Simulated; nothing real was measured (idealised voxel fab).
process module | voxel lift off
cross-section cut | 215 nm wide | cells 5 nm
A cross-section is a grid of square cells, given in bands from the top down. A band is one or more rows of cells.
Each band's line starts with the height of the band's top and of its bottom, in nm. Then come its materials from left to right, each with its width in nm. One material with "throughout" fills the band from edge to edge. "air" is empty space.
Height 0 is the level under which the wafer as received is all one material. The lowest band goes on downwards, as in "0 down".
A width such as "30 to 40" changes by the same amount from each row of cells to the next, from the band's top row to its bottom row.
"no change" after a step means that no cell of the cross-section changed.
closed voids: empty space of 8 cells or more with no open way to the top, each as width x height at its distance from the left edge, in nm
after a step's settings: what the simulator itself notes on the step
overlay nm, on a step with a mask: how far to the right of its planned place the mask lay; to the left if negative
plan
1 op RECEIVE | material Si
2 op CONFORMAL_DEP | material Al2O3 | thk nm 10
3 op PATTERN | tone open | mask id LINES | material resist | width nm 25 | pitch nm 45 | thk nm 25 | overlay nm 0
4 op DIRECTIONAL_DEP | material Ru | thk nm 15
5 op STRIP | etch materials resist
6 op CONFORMAL_DEP | material SiCN | thk nm 5
as received, after step 1
  0 down: Si throughout
  closed voids: none
first wafer at the end, as planned
  30 to 25: air 20 | SiCN 35 | air 10 | SiCN 35 | air 10 | SiCN 35 | air 10 | SiCN 35 | air 25
  25 to 15: air 20 | SiCN 5 | Ru 25 | SiCN 5 | air 10 | SiCN 5 | Ru 25 | SiCN 5 | air 10 | SiCN 5 | Ru 25 | SiCN 5 | air 10 | SiCN 5 | Ru 25 | SiCN 5 | air 25
  15 to 10: SiCN 25 | Ru 25 | SiCN 20 | Ru 25 | SiCN 20 | Ru 25 | SiCN 20 | Ru 25 | SiCN 30
  10 to 0: Al2O3 throughout
  0 down: Si throughout
  closed voids: none
second wafer at the end: like start, like plan, one mistake
  30 to 25: air 30 | SiCN 35 | air 10 | SiCN 35 | air 10 | SiCN 35 | air 10 | SiCN 35 | air 15
  25 to 15: air 30 | SiCN 5 | Ru 25 | SiCN 5 | air 10 | SiCN 5 | Ru 25 | SiCN 5 | air 10 | SiCN 5 | Ru 25 | SiCN 5 | air 10 | SiCN 5 | Ru 25 | SiCN 5 | air 15
  15 to 10: SiCN 35 | Ru 25 | SiCN 20 | Ru 25 | SiCN 20 | Ru 25 | SiCN 20 | Ru 25 | SiCN 20
  10 to 0: Al2O3 throughout
  0 down: Si throughout
  closed voids: none
what went wrong: step 3 ran as: op PATTERN | tone open | mask id LINES | material resist | width nm 25 | pitch nm 45 | thk nm 25 | overlay nm 10
at the end the second wafer has, in cells: as many of each material as the first, in other places
